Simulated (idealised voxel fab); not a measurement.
The process module that follows is named voxel fin reveal.
The cross-section on display is named cut; it measures 170 nm wide, and its cells are 5 nm squares.
Notation: cross-section as square-cell grid; stated in bands, top first, going down; one or more cell rows per band.
Top, bottom (nm), then materials left to right with widths (nm); lone material tagged "edge to edge" fills the whole band edge to edge; "empty" = empty space.
Height 0 is the level under which the wafer as received is all one material. The lowest band goes on downwards, as in "z 0 and below".
Width: "30..40" (first number = top row, second number = bottom row, same change from row to row of cells).
No cell of the cross-section changed in a step that is given as "nothing was modified".
Basically, "Fully sealed cavities" tells you about the enclosed voids: empty spaces with no open way to the top, 8 cells or bigger, each written width x height at distance, where distance is from the left edge, all in nm.
Read whatever lies past the settings on a step's line as the simulator's own remark about the step.
The line of a step may include "overlay nm". On a step with a mask, this value is how far to the right of its planned place the mask lay. A negative value means the mask lay to the left.

### Here's what the planned process steps look like
1 RECEIVE [material Si]
2 CONFORMAL_DEP [material SiN] [thk nm 5]
3 PATTERN [tone cover] [mask id FINS] [material resist] [width nm 15] [pitch nm 35] [thk nm 15] [overlay nm 0]
4 DIRECTIONAL_ETCH [etch materials SiN] [depth nm 5]
5 DIRECTIONAL_ETCH [etch materials Si] [depth nm 40]
6 STRIP [etch materials resist]
7 OXIDIZE [depth nm 5]
8 FILL_DEP [material SiO2] [thk nm 5]
9 CMP [height nm 5]
10 SELECTIVE_ETCH [etch materials SiO2] [depth nm 30]
11 STRIP [etch materials SiN]
12 CONFORMAL_DEP [material HfO2] [thk nm 5]

### So, the first of our two wafers, run just as we planned it

### Received-state cross-section, reflecting completion of step 1
  z 0 and below | Si edge to edge
  Fully sealed cavities: none

### Step 2 complete: cross-section through the wafer
  z 5 to 0 | SiN edge to edge
  Below a height of 0, the structure has not been altered.

### Step 3 complete: cross-section through the wafer
  z 20 to 5 | empty 40; resist 15; empty 20; resist 15; empty 20; resist 15; empty 45
  Below a height of 5, the structure has not been altered.

### Step 4 complete: cross-section through the wafer
  z 20 to 5 | empty 40; resist 15; empty 20; resist 15; empty 20; resist 15; empty 45
  z 5 to 0 | empty 40; SiN 15; empty 20; SiN 15; empty 20; SiN 15; empty 45
  Below a height of 0, the structure has not been altered.

### Step 5 complete: cross-section through the wafer
  z 20 to 5 | empty 40; resist 15; empty 20; resist 15; empty 20; resist 15; empty 45
  z 5 to 0 | empty 40; SiN 15; empty 20; SiN 15; empty 20; SiN 15; empty 45
  z 0 to -40 | empty 40; Si 15; empty 20; Si 15; empty 20; Si 15; empty 45
  Below a height of -40, the structure has not been altered.

### Step 6 complete: cross-section through the wafer
  z 5 to 0 | empty 40; SiN 15; empty 20; SiN 15; empty 20; SiN 15; empty 45
  Below a height of 0, the structure has not been altered.

### Step 7 complete: cross-section through the wafer
  z 5 to 0 | empty 40; SiN 15; empty 20; SiN 15; empty 20; SiN 15; empty 45
  z 0 to -40 | empty 40; SiO2 5; Si 5; SiO2 5; empty 20; SiO2 5; Si 5; SiO2 5; empty 20; SiO2 5; Si 5; SiO2 5; empty 45
  z -40 to -45 | SiO2 45; Si 5; SiO2 30; Si 5; SiO2 30; Si 5; SiO2 50
  Below a height of -45, the structure has not been altered.

### Step 8 complete: cross-section through the wafer
  z 10 to 5 | SiO2 edge to edge
  z 5 to 0 | SiO2 40; SiN 15; SiO2 20; SiN 15; SiO2 20; SiN 15; SiO2 45
  z 0 to -45 | SiO2 45; Si 5; SiO2 30; Si 5; SiO2 30; Si 5; SiO2 50
  Below a height of -45, the structure has not been altered.

### Step 9 complete: cross-section through the wafer
  z 5 to 0 | SiO2 40; SiN 15; SiO2 20; SiN 15; SiO2 20; SiN 15; SiO2 45
  Below a height of 0, the structure has not been altered.

### Step 10 complete: cross-section through the wafer
  z 5 to 0 | empty 40; SiN 15; empty 20; SiN 15; empty 20; SiN 15; empty 45
  z 0 to -25 | empty 45; Si 5; empty 30; Si 5; empty 30; Si 5; empty 50
  Below a height of -25, the structure has not been altered.

### Step 11 complete: cross-section through the wafer
  z 0 to -25 | empty 45; Si 5; empty 30; Si 5; empty 30; Si 5; empty 50
  Below a height of -25, the structure has not been altered.

### Step 12 complete: cross-section through the wafer
  z 5 to 0 | empty 40; HfO2 15; empty 20; HfO2 15; empty 20; HfO2 15; empty 45
  z 0 to -20 | empty 40; HfO2 5; Si 5; HfO2 5; empty 20; HfO2 5; Si 5; HfO2 5; empty 20; HfO2 5; Si 5; HfO2 5; empty 45
  z -20 to -25 | HfO2 45; Si 5; HfO2 30; Si 5; HfO2 30; Si 5; HfO2 50
  Below a height of -25, the structure has not been altered.

### Second wafer, same starting conditions and recipe as the first, one mistake in executing it, nothing differs from the first up to and including step 11

Here is the second wafer in cross-section at the point where step 12 of the plan should have been done: nothing was modified
Plan not followed: step 12 from the plan never happened, it was just skipped
In the final state, the cell counts of the second wafer exceed or fall short of those of the first for the following materials: HfO2: 64 fewer
